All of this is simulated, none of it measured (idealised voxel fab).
process module | voxel wiring stack
cross-section cut | 155 nm wide | cells 5 nm
A cross-section is a grid of square cells, given in bands from the top down. A band is one or more rows of cells.
Each band's line starts with the height of the band's top and of its bottom, in nm. Then come its materials from left to right, each with its width in nm. One material with "throughout" fills the band from edge to edge. "air" is empty space.
Height 0 is the level under which the wafer as received is all one material. The lowest band goes on downwards, as in "0 down".
A width such as "30 to 40" changes by the same amount from each row of cells to the next, from the band's top row to its bottom row.
"no change" after a step means that no cell of the cross-section changed.
closed voids: empty space of 8 cells or more with no open way to the top, each as width x height at its distance from the left edge, in nm
after a step's settings: what the simulator itself notes on the step
overlay nm, on a step with a mask: how far to the right of its planned place the mask lay; to the left if negative
plan
1 op RECEIVE | material Si
2 op CONFORMAL_DEP | material SiO2 | thk nm 10
3 op DIRECTIONAL_DEP | material TiN | thk nm 5
4 op DIRECTIONAL_DEP | material Ru | thk nm 15
5 op MASKED_ETCH | tone cover | mask id METAL_1 | width nm 25 | pitch nm 45 | etch materials Ru | depth nm 15 | overlay nm 0
6 op MASKED_ETCH | tone cover | mask id METAL_1 | width nm 25 | pitch nm 45 | etch materials TiN | depth nm 5 | overlay nm 0
7 op FILL_DEP | material lowk | thk nm 5
8 op CMP | height nm 30
9 op CONFORMAL_DEP | material SiCN | thk nm 5
10 op DIRECTIONAL_DEP | material lowk | thk nm 10
11 op MASKED_ETCH | tone open | mask id PLUG_1 | width nm 15 | pitch nm 45 | etch materials lowk | depth nm 10 | overlay nm 0
12 op MASKED_ETCH | tone open | mask id PLUG_1 | width nm 15 | pitch nm 45 | etch materials SiCN | depth nm 5 | overlay nm 0
13 op EPI | material Ru | thk nm 10
14 op EPI | material Ru | thk nm 5
15 op CONFORMAL_DEP | material SiCN | thk nm 5
16 op DIRECTIONAL_DEP | material SiO2 | thk nm 25
17 op PATTERN | tone open | mask id METAL_2 | material resist | width nm 25 | pitch nm 45 | thk nm 20 | overlay nm 0
18 op DIRECTIONAL_ETCH | etch materials SiO2 | depth nm 25
19 op DIRECTIONAL_ETCH | etch materials SiCN | depth nm 5
20 op STRIP | etch materials resist
21 op CONFORMAL_DEP | material TiN | thk nm 5
22 op FILL_DEP | material Ru | thk nm 10
23 op CMP | height nm 75
24 op CONFORMAL_DEP | material SiCN | thk nm 5
25 op DIRECTIONAL_DEP | material SiO2 | thk nm 35
26 op PATTERN | tone open | mask id METAL_3 | material resist | width nm 25 | pitch nm 45 | thk nm 20 | overlay nm 0
27 op DIRECTIONAL_ETCH | etch materials SiO2 | depth nm 20
28 op STRIP | etch materials resist
29 op MASKED_ETCH | tone open | mask id METAL_3_HOLES | width nm 15 | pitch nm 90 | etch materials SiO2 | depth nm 15 | overlay nm 0
30 op MASKED_ETCH | tone open | mask id METAL_3_HOLES | width nm 15 | pitch nm 90 | etch materials SiCN | depth nm 5 | overlay nm 0
31 op CONFORMAL_DEP | material TiN | thk nm 5
32 op FILL_DEP | material Cu | thk nm 5
33 op CMP | height nm 115
34 op CONFORMAL_DEP | material SiN | thk nm 5
first wafer, as planned
as received, after step 1
  0 down: Si throughout
  closed voids: none
after step 2
  10 to 0: SiO2 throughout
  below 0: unchanged
after step 3
  15 to 10: TiN throughout
  below 10: unchanged
after step 4
  30 to 15: Ru throughout
  below 15: unchanged
after step 5
  30 to 15: air 20 | Ru 25 | air 20 | Ru 25 | air 20 | Ru 25 | air 20
  below 15: unchanged
after step 6
  30 to 15: air 20 | Ru 25 | air 20 | Ru 25 | air 20 | Ru 25 | air 20
  15 to 10: air 20 | TiN 25 | air 20 | TiN 25 | air 20 | TiN 25 | air 20
  below 10: unchanged
after step 7
  35 to 30: lowk throughout
  30 to 15: lowk 20 | Ru 25 | lowk 20 | Ru 25 | lowk 20 | Ru 25 | lowk 20
  15 to 10: lowk 20 | TiN 25 | lowk 20 | TiN 25 | lowk 20 | TiN 25 | lowk 20
  below 10: unchanged
after step 8
  30 to 15: lowk 20 | Ru 25 | lowk 20 | Ru 25 | lowk 20 | Ru 25 | lowk 20
  below 15: unchanged
after step 9
  35 to 30: SiCN throughout
  below 30: unchanged
after step 10
  45 to 35: lowk throughout
  below 35: unchanged
after step 11
  45 to 35: lowk 20 | air 15 | lowk 30 | air 15 | lowk 30 | air 15 | lowk 30
  below 35: unchanged
after step 12
  45 to 35: lowk 20 | air 15 | lowk 30 | air 15 | lowk 30 | air 15 | lowk 30
  35 to 30: SiCN 20 | air 15 | SiCN 30 | air 15 | SiCN 30 | air 15 | SiCN 30
  below 30: unchanged
after step 13
  45 to 40: lowk 20 | air 15 | lowk 30 | air 15 | lowk 30 | air 15 | lowk 30
  40 to 35: lowk 20 | Ru 15 | lowk 30 | Ru 15 | lowk 30 | Ru 15 | lowk 30
  35 to 30: SiCN 20 | Ru 15 | SiCN 30 | Ru 15 | SiCN 30 | Ru 15 | SiCN 30
  below 30: unchanged
after step 14
  45 to 35: lowk 20 | Ru 15 | lowk 30 | Ru 15 | lowk 30 | Ru 15 | lowk 30
  below 35: unchanged
after step 15
  50 to 45: SiCN throughout
  below 45: unchanged
after step 16
  75 to 50: SiO2 throughout
  below 50: unchanged
after step 17
  95 to 75: resist 20 | air 25 | resist 20 | air 25 | resist 20 | air 25 | resist 20
  below 75: unchanged
after step 18
  95 to 75: resist 20 | air 25 | resist 20 | air 25 | resist 20 | air 25 | resist 20
  75 to 50: SiO2 20 | air 25 | SiO2 20 | air 25 | SiO2 20 | air 25 | SiO2 20
  below 50: unchanged
after step 19
  95 to 75: resist 20 | air 25 | resist 20 | air 25 | resist 20 | air 25 | resist 20
  75 to 50: SiO2 20 | air 25 | SiO2 20 | air 25 | SiO2 20 | air 25 | SiO2 20
  50 to 45: SiCN 20 | air 25 | SiCN 20 | air 25 | SiCN 20 | air 25 | SiCN 20
  below 45: unchanged
after step 20
  75 to 50: SiO2 20 | air 25 | SiO2 20 | air 25 | SiO2 20 | air 25 | SiO2 20
  below 50: unchanged
after step 21
  80 to 75: TiN 25 | air 15 | TiN 30 | air 15 | TiN 30 | air 15 | TiN 25
  75 to 50: SiO2 20 | TiN 5 | air 15 | TiN 5 | SiO2 20 | TiN 5 | air 15 | TiN 5 | SiO2 20 | TiN 5 | air 15 | TiN 5 | SiO2 20
  50 to 45: SiCN 20 | TiN 25 | SiCN 20 | TiN 25 | SiCN 20 | TiN 25 | SiCN 20
  below 45: unchanged
after step 22
  90 to 80: Ru throughout
  80 to 75: TiN 25 | Ru 15 | TiN 30 | Ru 15 | TiN 30 | Ru 15 | TiN 25
  75 to 50: SiO2 20 | TiN 5 | Ru 15 | TiN 5 | SiO2 20 | TiN 5 | Ru 15 | TiN 5 | SiO2 20 | TiN 5 | Ru 15 | TiN 5 | SiO2 20
  below 50: unchanged
after step 23
  75 to 50: SiO2 20 | TiN 5 | Ru 15 | TiN 5 | SiO2 20 | TiN 5 | Ru 15 | TiN 5 | SiO2 20 | TiN 5 | Ru 15 | TiN 5 | SiO2 20
  below 50: unchanged
after step 24
  80 to 75: SiCN throughout
  below 75: unchanged
after step 25
  115 to 80: SiO2 throughout
  below 80: unchanged
after step 26
  135 to 115: resist 20 | air 25 | resist 20 | air 25 | resist 20 | air 25 | resist 20
  below 115: unchanged
after step 27
  135 to 115: resist 20 | air 25 | resist 20 | air 25 | resist 20 | air 25 | resist 20
  115 to 95: SiO2 20 | air 25 | SiO2 20 | air 25 | SiO2 20 | air 25 | SiO2 20
  below 95: unchanged
after step 28
  115 to 95: SiO2 20 | air 25 | SiO2 20 | air 25 | SiO2 20 | air 25 | SiO2 20
  below 95: unchanged
after step 29
  115 to 95: SiO2 20 | air 25 | SiO2 20 | air 25 | SiO2 20 | air 25 | SiO2 20
  95 to 80: SiO2 20 | air 15 | SiO2 75 | air 15 | SiO2 30
  below 80: unchanged
after step 30
  115 to 95: SiO2 20 | air 25 | SiO2 20 | air 25 | SiO2 20 | air 25 | SiO2 20
  95 to 80: SiO2 20 | air 15 | SiO2 75 | air 15 | SiO2 30
  80 to 75: SiCN 20 | air 15 | SiCN 75 | air 15 | SiCN 30
  below 75: unchanged
after step 31
  120 to 115: TiN 25 | air 15 | TiN 30 | air 15 | TiN 30 | air 15 | TiN 25
  115 to 100: SiO2 20 | TiN 5 | air 15 | TiN 5 | SiO2 20 | TiN 5 | air 15 | TiN 5 | SiO2 20 | TiN 5 | air 15 | TiN 5 | SiO2 20
  100 to 95: SiO2 20 | TiN 5 | air 5 | TiN 15 | SiO2 20 | TiN 25 | SiO2 20 | TiN 5 | air 5 | TiN 15 | SiO2 20
  95 to 80: SiO2 20 | TiN 5 | air 5 | TiN 5 | SiO2 75 | TiN 5 | air 5 | TiN 5 | SiO2 30
  80 to 75: SiCN 20 | TiN 15 | SiCN 75 | TiN 15 | SiCN 30
  below 75: unchanged
after step 32
  125 to 120: Cu throughout
  120 to 115: TiN 25 | Cu 15 | TiN 30 | Cu 15 | TiN 30 | Cu 15 | TiN 25
  115 to 100: SiO2 20 | TiN 5 | Cu 15 | TiN 5 | SiO2 20 | TiN 5 | Cu 15 | TiN 5 | SiO2 20 | TiN 5 | Cu 15 | TiN 5 | SiO2 20
  100 to 95: SiO2 20 | TiN 5 | Cu 5 | TiN 15 | SiO2 20 | TiN 25 | SiO2 20 | TiN 5 | Cu 5 | TiN 15 | SiO2 20
  95 to 80: SiO2 20 | TiN 5 | Cu 5 | TiN 5 | SiO2 75 | TiN 5 | Cu 5 | TiN 5 | SiO2 30
  below 80: unchanged
after step 33
  115 to 100: SiO2 20 | TiN 5 | Cu 15 | TiN 5 | SiO2 20 | TiN 5 | Cu 15 | TiN 5 | SiO2 20 | TiN 5 | Cu 15 | TiN 5 | SiO2 20
  below 100: unchanged
after step 34
  120 to 115: SiN throughout
  below 115: unchanged
second wafer: like start, like plan, one mistake. Through step 2 it matches the first wafer
when step 3 should have ended
  25 to 10: TiN throughout
  below 10: unchanged
when step 4 should have ended
  40 to 25: Ru throughout
  below 25: unchanged
when step 5 should have ended
  40 to 25: air 20 | Ru 25 | air 20 | Ru 25 | air 20 | Ru 25 | air 20
  below 25: unchanged
when step 6 should have ended
  40 to 25: air 20 | Ru 25 | air 20 | Ru 25 | air 20 | Ru 25 | air 20
  25 to 20: air 20 | TiN 25 | air 20 | TiN 25 | air 20 | TiN 25 | air 20
  below 20: unchanged
when step 7 should have ended
  45 to 40: lowk throughout
  40 to 25: lowk 20 | Ru 25 | lowk 20 | Ru 25 | lowk 20 | Ru 25 | lowk 20
  25 to 20: lowk 20 | TiN 25 | lowk 20 | TiN 25 | lowk 20 | TiN 25 | lowk 20
  below 20: unchanged
when step 8 should have ended
  30 to 25: lowk 20 | Ru 25 | lowk 20 | Ru 25 | lowk 20 | Ru 25 | lowk 20
  below 25: unchanged
when step 9 should have ended
  35 to 30: SiCN throughout
  below 30: unchanged
when step 10 should have ended
  45 to 35: lowk throughout
  below 35: unchanged
when step 11 should have ended
  45 to 35: lowk 20 | air 15 | lowk 30 | air 15 | lowk 30 | air 15 | lowk 30
  below 35: unchanged
when step 12 should have ended
  45 to 35: lowk 20 | air 15 | lowk 30 | air 15 | lowk 30 | air 15 | lowk 30
  35 to 30: SiCN 20 | air 15 | SiCN 30 | air 15 | SiCN 30 | air 15 | SiCN 30
  below 30: unchanged
when step 13 should have ended
  45 to 40: lowk 20 | air 15 | lowk 30 | air 15 | lowk 30 | air 15 | lowk 30
  40 to 35: lowk 20 | Ru 15 | lowk 30 | Ru 15 | lowk 30 | Ru 15 | lowk 30
  35 to 30: SiCN 20 | Ru 15 | SiCN 30 | Ru 15 | SiCN 30 | Ru 15 | SiCN 30
  below 30: unchanged
when step 14 should have ended
  45 to 35: lowk 20 | Ru 15 | lowk 30 | Ru 15 | lowk 30 | Ru 15 | lowk 30
  below 35: unchanged
when step 15 should have ended
  50 to 45: SiCN throughout
  below 45: unchanged
when step 16 should have ended
  75 to 50: SiO2 throughout
  below 50: unchanged
when step 17 should have ended
  95 to 75: resist 20 | air 25 | resist 20 | air 25 | resist 20 | air 25 | resist 20
  below 75: unchanged
when step 18 should have ended
  95 to 75: resist 20 | air 25 | resist 20 | air 25 | resist 20 | air 25 | resist 20
  75 to 50: SiO2 20 | air 25 | SiO2 20 | air 25 | SiO2 20 | air 25 | SiO2 20
  below 50: unchanged
when step 19 should have ended
  95 to 75: resist 20 | air 25 | resist 20 | air 25 | resist 20 | air 25 | resist 20
  75 to 50: SiO2 20 | air 25 | SiO2 20 | air 25 | SiO2 20 | air 25 | SiO2 20
  50 to 45: SiCN 20 | air 25 | SiCN 20 | air 25 | SiCN 20 | air 25 | SiCN 20
  below 45: unchanged
when step 20 should have ended
  75 to 50: SiO2 20 | air 25 | SiO2 20 | air 25 | SiO2 20 | air 25 | SiO2 20
  below 50: unchanged
when step 21 should have ended
  80 to 75: TiN 25 | air 15 | TiN 30 | air 15 | TiN 30 | air 15 | TiN 25
  75 to 50: SiO2 20 | TiN 5 | air 15 | TiN 5 | SiO2 20 | TiN 5 | air 15 | TiN 5 | SiO2 20 | TiN 5 | air 15 | TiN 5 | SiO2 20
  50 to 45: SiCN 20 | TiN 25 | SiCN 20 | TiN 25 | SiCN 20 | TiN 25 | SiCN 20
  below 45: unchanged
when step 22 should have ended
  90 to 80: Ru throughout
  80 to 75: TiN 25 | Ru 15 | TiN 30 | Ru 15 | TiN 30 | Ru 15 | TiN 25
  75 to 50: SiO2 20 | TiN 5 | Ru 15 | TiN 5 | SiO2 20 | TiN 5 | Ru 15 | TiN 5 | SiO2 20 | TiN 5 | Ru 15 | TiN 5 | SiO2 20
  below 50: unchanged
when step 23 should have ended
  75 to 50: SiO2 20 | TiN 5 | Ru 15 | TiN 5 | SiO2 20 | TiN 5 | Ru 15 | TiN 5 | SiO2 20 | TiN 5 | Ru 15 | TiN 5 | SiO2 20
  below 50: unchanged
when step 24 should have ended
  80 to 75: SiCN throughout
  below 75: unchanged
when step 25 should have ended
  115 to 80: SiO2 throughout
  below 80: unchanged
when step 26 should have ended
  135 to 115: resist 20 | air 25 | resist 20 | air 25 | resist 20 | air 25 | resist 20
  below 115: unchanged
when step 27 should have ended
  135 to 115: resist 20 | air 25 | resist 20 | air 25 | resist 20 | air 25 | resist 20
  115 to 95: SiO2 20 | air 25 | SiO2 20 | air 25 | SiO2 20 | air 25 | SiO2 20
  below 95: unchanged
when step 28 should have ended
  115 to 95: SiO2 20 | air 25 | SiO2 20 | air 25 | SiO2 20 | air 25 | SiO2 20
  below 95: unchanged
when step 29 should have ended
  115 to 95: SiO2 20 | air 25 | SiO2 20 | air 25 | SiO2 20 | air 25 | SiO2 20
  95 to 80: SiO2 20 | air 15 | SiO2 75 | air 15 | SiO2 30
  below 80: unchanged
when step 30 should have ended
  115 to 95: SiO2 20 | air 25 | SiO2 20 | air 25 | SiO2 20 | air 25 | SiO2 20
  95 to 80: SiO2 20 | air 15 | SiO2 75 | air 15 | SiO2 30
  80 to 75: SiCN 20 | air 15 | SiCN 75 | air 15 | SiCN 30
  below 75: unchanged
when step 31 should have ended
  120 to 115: TiN 25 | air 15 | TiN 30 | air 15 | TiN 30 | air 15 | TiN 25
  115 to 100: SiO2 20 | TiN 5 | air 15 | TiN 5 | SiO2 20 | TiN 5 | air 15 | TiN 5 | SiO2 20 | TiN 5 | air 15 | TiN 5 | SiO2 20
  100 to 95: SiO2 20 | TiN 5 | air 5 | TiN 15 | SiO2 20 | TiN 25 | SiO2 20 | TiN 5 | air 5 | TiN 15 | SiO2 20
  95 to 80: SiO2 20 | TiN 5 | air 5 | TiN 5 | SiO2 75 | TiN 5 | air 5 | TiN 5 | SiO2 30
  80 to 75: SiCN 20 | TiN 15 | SiCN 75 | TiN 15 | SiCN 30
  below 75: unchanged
when step 32 should have ended
  125 to 120: Cu throughout
  120 to 115: TiN 25 | Cu 15 | TiN 30 | Cu 15 | TiN 30 | Cu 15 | TiN 25
  115 to 100: SiO2 20 | TiN 5 | Cu 15 | TiN 5 | SiO2 20 | TiN 5 | Cu 15 | TiN 5 | SiO2 20 | TiN 5 | Cu 15 | TiN 5 | SiO2 20
  100 to 95: SiO2 20 | TiN 5 | Cu 5 | TiN 15 | SiO2 20 | TiN 25 | SiO2 20 | TiN 5 | Cu 5 | TiN 15 | SiO2 20
  95 to 80: SiO2 20 | TiN 5 | Cu 5 | TiN 5 | SiO2 75 | TiN 5 | Cu 5 | TiN 5 | SiO2 30
  below 80: unchanged
when step 33 should have ended
  115 to 100: SiO2 20 | TiN 5 | Cu 15 | TiN 5 | SiO2 20 | TiN 5 | Cu 15 | TiN 5 | SiO2 20 | TiN 5 | Cu 15 | TiN 5 | SiO2 20
  below 100: unchanged
when step 34 should have ended
  120 to 115: SiN throughout
  below 115: unchanged
what went wrong: step 3 ran as: op DIRECTIONAL_DEP | material TiN | thk nm 15
at the end the second wafer has, in cells: 30 fewer of Ru | 62 more of TiN | 32 fewer of lowk
